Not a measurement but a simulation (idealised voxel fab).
The document below concerns the process module designated voxel capacitor over wiring.
The figure presents cross-section cut, which has a width of 190 nm and is divided into square cells with an edge length of 5 nm.
Throughout this document, each cross-section is represented as a grid of square cells and is presented as a sequence of bands enumerated from the top downward, where a band comprises one or more rows of cells.
Band entry format. Leading values: height of top, height of bottom, nm. Remainder: materials in left-to-right order, each with its width in nm. Special words: "throughout" on a single material, which then fills the band edge to edge; "blank", empty space.
Where do heights start? At 0: under that level the wafer as delivered is made of one material only. And the lowest band has no floor; it just carries on downward, as in "z 0 and below".
Width: "30->40" (first number = top row, second number = bottom row, same change from row to row of cells).
"left unchanged" (step): cross-section cells unchanged, all of them.
If an empty space has no open way to the top and is at least 8 cells in size, "Sealed void list" lists it, written width x height at distance, where distance is measured from the left edge and every value is in nm.
Text after the settings on a step's line: the simulator's own remark on that step.
The setting "overlay nm" may be written on the line of a step. When the step uses a mask, the value reports how far to the right of the planned place the mask lay, and a negative value reports that it lay to the left.
[Planned process steps]
1. RECEIVE [material Si]
2. CONFORMAL_DEP [material SiO2] [thk nm 10]
3. CONFORMAL_DEP [material SiN] [thk nm 5]
4. DIRECTIONAL_DEP [material SiO2] [thk nm 15]
5. MASKED_ETCH [tone open] [mask id METAL_1] [width nm 30] [pitch nm 80] [etch materials SiO2] [depth nm 15] [overlay nm 0]
6. MASKED_ETCH [tone open] [mask id METAL_1] [width nm 30] [pitch nm 80] [etch materials SiN] [depth nm 5] [overlay nm 0]
7. CONFORMAL_DEP [material TiN] [thk nm 5]
8. FILL_DEP [material Ru] [thk nm 10]
9. CMP [height nm 30]
10. EPI [material Ru] [thk nm 5]
11. FILL_DEP [material SiCN] [thk nm 5]
12. DIRECTIONAL_DEP [material SiO2] [thk nm 10]
13. PATTERN [tone open] [mask id PLUG_1] [material resist] [width nm 15] [thk nm 15] [overlay nm 0]
14. DIRECTIONAL_ETCH [etch materials SiO2] [depth nm 10]
15. DIRECTIONAL_ETCH [etch materials SiCN] [depth nm 5]
16. STRIP [etch materials resist]
17. CONFORMAL_DEP [material TiN] [thk nm 5]
18. FILL_DEP [material Cu] [thk nm 10]
19. CMP [height nm 50]
20. DIRECTIONAL_DEP [material TiN] [thk nm 5]
21. DIRECTIONAL_DEP [material HfO2] [thk nm 5]
22. DIRECTIONAL_DEP [material TiN] [thk nm 5]
23. DIRECTIONAL_DEP [material aC] [thk nm 10]
24. PATTERN [tone cover] [mask id UPPER_PLATE] [material resist] [width nm 55] [thk nm 25] [overlay nm 0]
25. DIRECTIONAL_ETCH [etch materials aC] [depth nm 10]
26. STRIP [etch materials resist]
27. DIRECTIONAL_ETCH [etch materials TiN] [depth nm 5]
28. DIRECTIONAL_ETCH [etch materials HfO2] [depth nm 5]
29. STRIP [etch materials aC]
30. PATTERN [tone cover] [mask id LOWER_PLATE] [material resist] [width nm 65] [thk nm 15] [overlay nm 0]
31. DIRECTIONAL_ETCH [etch materials TiN] [depth nm 5]
32. STRIP [etch materials resist]
33. FILL_DEP [material SiO2] [thk nm 20]
34. CMP [height nm 80]
35. MASKED_ETCH [tone open] [mask id PLUG_2] [width nm 15] [etch materials SiO2] [depth nm 15] [overlay nm 0]
36. CONFORMAL_DEP [material TiN] [thk nm 5]
37. FILL_DEP [material W] [thk nm 5]
38. CMP [height nm 80]
39. CONFORMAL_DEP [material SiN] [thk nm 5]
[First of the two wafers, run per plan]
[As-received wafer cross-section (after step 1)]
z 0 and below = Si throughout
Sealed void list: none
[How the wafer stands in section after step 2]
z 10 to 0 = SiO2 throughout
Under 0: no change, same as before.
[How the wafer stands in section after step 3]
z 15 to 10 = SiN throughout
Under 10: no change, same as before.
[How the wafer stands in section after step 4]
z 30 to 15 = SiO2 throughout
Under 15: no change, same as before.
[How the wafer stands in section after step 5]
z 30 to 15 = SiO2 40, blank 30, SiO2 50, blank 30, SiO2 40
Under 15: no change, same as before.
[How the wafer stands in section after step 6]
z 30 to 15 = SiO2 40, blank 30, SiO2 50, blank 30, SiO2 40
z 15 to 10 = SiN 40, blank 30, SiN 50, blank 30, SiN 40
Under 10: no change, same as before.
[How the wafer stands in section after step 7]
z 35 to 30 = TiN 45, blank 20, TiN 60, blank 20, TiN 45
z 30 to 15 = SiO2 40, TiN 5, blank 20, TiN 5, SiO2 50, TiN 5, blank 20, TiN 5, SiO2 40
z 15 to 10 = SiN 40, TiN 30, SiN 50, TiN 30, SiN 40
Under 10: no change, same as before.
[How the wafer stands in section after step 8]
z 45 to 35 = Ru throughout
z 35 to 30 = TiN 45, Ru 20, TiN 60, Ru 20, TiN 45
z 30 to 15 = SiO2 40, TiN 5, Ru 20, TiN 5, SiO2 50, TiN 5, Ru 20, TiN 5, SiO2 40
Under 15: no change, same as before.
[How the wafer stands in section after step 9]
z 30 to 15 = SiO2 40, TiN 5, Ru 20, TiN 5, SiO2 50, TiN 5, Ru 20, TiN 5, SiO2 40
Under 15: no change, same as before.
[How the wafer stands in section after step 10]
z 35 to 30 = blank 35, Ru 40, blank 40, Ru 40, blank 35
Under 30: no change, same as before.
[How the wafer stands in section after step 11]
z 40 to 35 = SiCN throughout
z 35 to 30 = SiCN 35, Ru 40, SiCN 40, Ru 40, SiCN 35
Under 30: no change, same as before.
[How the wafer stands in section after step 12]
z 50 to 40 = SiO2 throughout
Under 40: no change, same as before.
[How the wafer stands in section after step 13]
z 65 to 50 = resist 55, blank 15, resist 120
Under 50: no change, same as before.
[How the wafer stands in section after step 14]
z 65 to 50 = resist 55, blank 15, resist 120
z 50 to 40 = SiO2 55, blank 15, SiO2 120
Under 40: no change, same as before.
[How the wafer stands in section after step 15]
z 65 to 50 = resist 55, blank 15, resist 120
z 50 to 40 = SiO2 55, blank 15, SiO2 120
z 40 to 35 = SiCN 55, blank 15, SiCN 120
Under 35: no change, same as before.
[How the wafer stands in section after step 16]
z 50 to 40 = SiO2 55, blank 15, SiO2 120
Under 40: no change, same as before.
[How the wafer stands in section after step 17]
z 55 to 50 = TiN 60, blank 5, TiN 125
z 50 to 40 = SiO2 55, TiN 5, blank 5, TiN 5, SiO2 120
z 40 to 35 = SiCN 55, TiN 15, SiCN 120
Under 35: no change, same as before.
[How the wafer stands in section after step 18]
z 65 to 55 = Cu throughout
z 55 to 50 = TiN 60, Cu 5, TiN 125
z 50 to 40 = SiO2 55, TiN 5, Cu 5, TiN 5, SiO2 120
Under 40: no change, same as before.
[How the wafer stands in section after step 19]
z 50 to 40 = SiO2 55, TiN 5, Cu 5, TiN 5, SiO2 120
Under 40: no change, same as before.
[How the wafer stands in section after step 20]
z 55 to 50 = TiN throughout
Under 50: no change, same as before.
[How the wafer stands in section after step 21]
z 60 to 55 = HfO2 throughout
Under 55: no change, same as before.
[How the wafer stands in section after step 22]
z 65 to 60 = TiN throughout
Under 60: no change, same as before.
[How the wafer stands in section after step 23]
z 75 to 65 = aC throughout
Under 65: no change, same as before.
[How the wafer stands in section after step 24]
z 100 to 75 = blank 55, resist 55, blank 80
Under 75: no change, same as before.
[How the wafer stands in section after step 25]
z 90 to 75 = blank 55, resist 55, blank 80
z 75 to 65 = blank 55, aC 55, blank 80
Under 65: no change, same as before.
[How the wafer stands in section after step 26]
z 75 to 65 = blank 55, aC 55, blank 80
Under 65: no change, same as before.
[How the wafer stands in section after step 27]
z 75 to 65 = blank 55, aC 55, blank 80
z 65 to 60 = blank 55, TiN 55, blank 80
Under 60: no change, same as before.
[How the wafer stands in section after step 28]
z 75 to 65 = blank 55, aC 55, blank 80
z 65 to 60 = blank 55, TiN 55, blank 80
z 60 to 55 = blank 55, HfO2 55, blank 80
Under 55: no change, same as before.
[How the wafer stands in section after step 29]
z 65 to 60 = blank 55, TiN 55, blank 80
Under 60: no change, same as before.
[How the wafer stands in section after step 30]
z 80 to 65 = blank 50, resist 65, blank 75
z 65 to 60 = blank 50, resist 5, TiN 55, resist 5, blank 75
z 60 to 55 = blank 50, resist 5, HfO2 55, resist 5, blank 75
Under 55: no change, same as before.
[How the wafer stands in section after step 31]
z 80 to 65 = blank 50, resist 65, blank 75
z 65 to 60 = blank 50, resist 5, TiN 55, resist 5, blank 75
z 60 to 55 = blank 50, resist 5, HfO2 55, resist 5, blank 75
z 55 to 50 = blank 50, TiN 65, blank 75
Under 50: no change, same as before.
[How the wafer stands in section after step 32]
z 65 to 60 = blank 55, TiN 55, blank 80
z 60 to 55 = blank 55, HfO2 55, blank 80
Under 55: no change, same as before.
[How the wafer stands in section after step 33]
z 85 to 65 = SiO2 throughout
z 65 to 60 = SiO2 55, TiN 55, SiO2 80
z 60 to 55 = SiO2 55, HfO2 55, SiO2 80
z 55 to 50 = SiO2 50, TiN 65, SiO2 75
Under 50: no change, same as before.
[How the wafer stands in section after step 34]
z 80 to 65 = SiO2 throughout
Under 65: no change, same as before.
[How the wafer stands in section after step 35]
z 80 to 65 = SiO2 65, blank 15, SiO2 110
Under 65: no change, same as before.
[How the wafer stands in section after step 36]
z 85 to 80 = TiN 70, blank 5, TiN 115
z 80 to 70 = SiO2 65, TiN 5, blank 5, TiN 5, SiO2 110
z 70 to 60 = SiO2 65->55, TiN 15->55, SiO2 110->80
Under 60: no change, same as before.
[How the wafer stands in section after step 37]
z 90 to 85 = W throughout
z 85 to 80 = TiN 70, W 5, TiN 115
z 80 to 70 = SiO2 65, TiN 5, W 5, TiN 5, SiO2 110
Under 70: no change, same as before.
[How the wafer stands in section after step 38]
z 80 to 70 = SiO2 65, TiN 5, W 5, TiN 5, SiO2 110
Under 70: no change, same as before.
[How the wafer stands in section after step 39]
z 85 to 80 = SiN throughout
Under 80: no change, same as before.
[Companion wafer, the second of two: same beginning, same intended sequence, one mistake in carrying it out; through step 4 inclusive it tracks the first exactly]
[Cross-sectional view of the second wafer at the intended end time of process step 5]
z 30 to 15 = SiO2 35, blank 40, SiO2 40, blank 40, SiO2 35
Under 15: no change, same as before.
[Cross-sectional view of the second wafer at the intended end time of process step 6]
z 30 to 15 = SiO2 35, blank 40, SiO2 40, blank 40, SiO2 35
z 15 to 10 = SiN 40, blank 30, SiN 50, blank 30, SiN 40
Under 10: no change, same as before.
[Cross-sectional view of the second wafer at the intended end time of process step 7]
z 35 to 30 = TiN 40, blank 30, TiN 50, blank 30, TiN 40
z 30 to 20 = SiO2 35, TiN 5, blank 30, TiN 5, SiO2 40, TiN 5, blank 30, TiN 5, SiO2 35
z 20 to 15 = SiO2 35, TiN 10, blank 20, TiN 10, SiO2 40, TiN 10, blank 20, TiN 10, SiO2 35
z 15 to 10 = SiN 40, TiN 30, SiN 50, TiN 30, SiN 40
Under 10: no change, same as before.
[Cross-sectional view of the second wafer at the intended end time of process step 8]
z 45 to 35 = Ru throughout
z 35 to 30 = TiN 40, Ru 30, TiN 50, Ru 30, TiN 40
z 30 to 20 = SiO2 35, TiN 5, Ru 30, TiN 5, SiO2 40, TiN 5, Ru 30, TiN 5, SiO2 35
z 20 to 15 = SiO2 35, TiN 10, Ru 20, TiN 10, SiO2 40, TiN 10, Ru 20, TiN 10, SiO2 35
Under 15: no change, same as before.
[Cross-sectional view of the second wafer at the intended end time of process step 9]
z 30 to 20 = SiO2 35, TiN 5, Ru 30, TiN 5, SiO2 40, TiN 5, Ru 30, TiN 5, SiO2 35
Under 20: no change, same as before.
[Cross-sectional view of the second wafer at the intended end time of process step 10]
z 35 to 30 = blank 30, Ru 50, blank 30, Ru 50, blank 30
Under 30: no change, same as before.
[Cross-sectional view of the second wafer at the intended end time of process step 11]
z 40 to 35 = SiCN throughout
z 35 to 30 = SiCN 30, Ru 50, SiCN 30, Ru 50, SiCN 30
Under 30: no change, same as before.
[Cross-sectional view of the second wafer at the intended end time of process step 12]
z 50 to 40 = SiO2 throughout
Under 40: no change, same as before.
[Cross-sectional view of the second wafer at the intended end time of process step 13]
z 65 to 50 = resist 55, blank 15, resist 120
Under 50: no change, same as before.
[Cross-sectional view of the second wafer at the intended end time of process step 14]
z 65 to 50 = resist 55, blank 15, resist 120
z 50 to 40 = SiO2 55, blank 15, SiO2 120
Under 40: no change, same as before.
[Cross-sectional view of the second wafer at the intended end time of process step 15]
z 65 to 50 = resist 55, blank 15, resist 120
z 50 to 40 = SiO2 55, blank 15, SiO2 120
z 40 to 35 = SiCN 55, blank 15, SiCN 120
Under 35: no change, same as before.
[Cross-sectional view of the second wafer at the intended end time of process step 16]
z 50 to 40 = SiO2 55, blank 15, SiO2 120
Under 40: no change, same as before.
[Cross-sectional view of the second wafer at the intended end time of process step 17]
z 55 to 50 = TiN 60, blank 5, TiN 125
z 50 to 40 = SiO2 55, TiN 5, blank 5, TiN 5, SiO2 120
z 40 to 35 = SiCN 55, TiN 15, SiCN 120
Under 35: no change, same as before.
[Cross-sectional view of the second wafer at the intended end time of process step 18]
z 65 to 55 = Cu throughout
z 55 to 50 = TiN 60, Cu 5, TiN 125
z 50 to 40 = SiO2 55, TiN 5, Cu 5, TiN 5, SiO2 120
Under 40: no change, same as before.
[Cross-sectional view of the second wafer at the intended end time of process step 19]
z 50 to 40 = SiO2 55, TiN 5, Cu 5, TiN 5, SiO2 120
Under 40: no change, same as before.
[Cross-sectional view of the second wafer at the intended end time of process step 20]
z 55 to 50 = TiN throughout
Under 50: no change, same as before.
[Cross-sectional view of the second wafer at the intended end time of process step 21]
z 60 to 55 = HfO2 throughout
Under 55: no change, same as before.
[Cross-sectional view of the second wafer at the intended end time of process step 22]
z 65 to 60 = TiN throughout
Under 60: no change, same as before.
[Cross-sectional view of the second wafer at the intended end time of process step 23]
z 75 to 65 = aC throughout
Under 65: no change, same as before.
[Cross-sectional view of the second wafer at the intended end time of process step 24]
z 100 to 75 = blank 55, resist 55, blank 80
Under 75: no change, same as before.
[Cross-sectional view of the second wafer at the intended end time of process step 25]
z 90 to 75 = blank 55, resist 55, blank 80
z 75 to 65 = blank 55, aC 55, blank 80
Under 65: no change, same as before.
[Cross-sectional view of the second wafer at the intended end time of process step 26]
z 75 to 65 = blank 55, aC 55, blank 80
Under 65: no change, same as before.
[Cross-sectional view of the second wafer at the intended end time of process step 27]
z 75 to 65 = blank 55, aC 55, blank 80
z 65 to 60 = blank 55, TiN 55, blank 80
Under 60: no change, same as before.
[Cross-sectional view of the second wafer at the intended end time of process step 28]
z 75 to 65 = blank 55, aC 55, blank 80
z 65 to 60 = blank 55, TiN 55, blank 80
z 60 to 55 = blank 55, HfO2 55, blank 80
Under 55: no change, same as before.
[Cross-sectional view of the second wafer at the intended end time of process step 29]
z 65 to 60 = blank 55, TiN 55, blank 80
Under 60: no change, same as before.
[Cross-sectional view of the second wafer at the intended end time of process step 30]
z 80 to 65 = blank 50, resist 65, blank 75
z 65 to 60 = blank 50, resist 5, TiN 55, resist 5, blank 75
z 60 to 55 = blank 50, resist 5, HfO2 55, resist 5, blank 75
Under 55: no change, same as before.
[Cross-sectional view of the second wafer at the intended end time of process step 31]
z 80 to 65 = blank 50, resist 65, blank 75
z 65 to 60 = blank 50, resist 5, TiN 55, resist 5, blank 75
z 60 to 55 = blank 50, resist 5, HfO2 55, resist 5, blank 75
z 55 to 50 = blank 50, TiN 65, blank 75
Under 50: no change, same as before.
[Cross-sectional view of the second wafer at the intended end time of process step 32]
z 65 to 60 = blank 55, TiN 55, blank 80
z 60 to 55 = blank 55, HfO2 55, blank 80
Under 55: no change, same as before.
[Cross-sectional view of the second wafer at the intended end time of process step 33]
z 85 to 65 = SiO2 throughout
z 65 to 60 = SiO2 55, TiN 55, SiO2 80
z 60 to 55 = SiO2 55, HfO2 55, SiO2 80
z 55 to 50 = SiO2 50, TiN 65, SiO2 75
Under 50: no change, same as before.
[Cross-sectional view of the second wafer at the intended end time of process step 34]
z 80 to 65 = SiO2 throughout
Under 65: no change, same as before.
[Cross-sectional view of the second wafer at the intended end time of process step 35]
z 80 to 65 = SiO2 65, blank 15, SiO2 110
Under 65: no change, same as before.
[Cross-sectional view of the second wafer at the intended end time of process step 36]
z 85 to 80 = TiN 70, blank 5, TiN 115
z 80 to 70 = SiO2 65, TiN 5, blank 5, TiN 5, SiO2 110
z 70 to 60 = SiO2 65->55, TiN 15->55, SiO2 110->80
Under 60: no change, same as before.
[Cross-sectional view of the second wafer at the intended end time of process step 37]
z 90 to 85 = W throughout
z 85 to 80 = TiN 70, W 5, TiN 115
z 80 to 70 = SiO2 65, TiN 5, W 5, TiN 5, SiO2 110
Under 70: no change, same as before.
[Cross-sectional view of the second wafer at the intended end time of process step 38]
z 80 to 70 = SiO2 65, TiN 5, W 5, TiN 5, SiO2 110
Under 70: no change, same as before.
[Cross-sectional view of the second wafer at the intended end time of process step 39]
z 85 to 80 = SiN throughout
Under 80: no change, same as before.
What was the processing mistake? planned and actual differ for step 5; actual: MASKED_ETCH [tone open] [mask id METAL_1] [width nm 40] [pitch nm 80] [etch materials SiO2] [depth nm 15] [overlay nm 0]
Wafer comparison, final, in cells, second relative to first, materials more or fewer: 12 more of Ru; 4 fewer of SiCN; 12 fewer of SiO2; 4 more of TiN
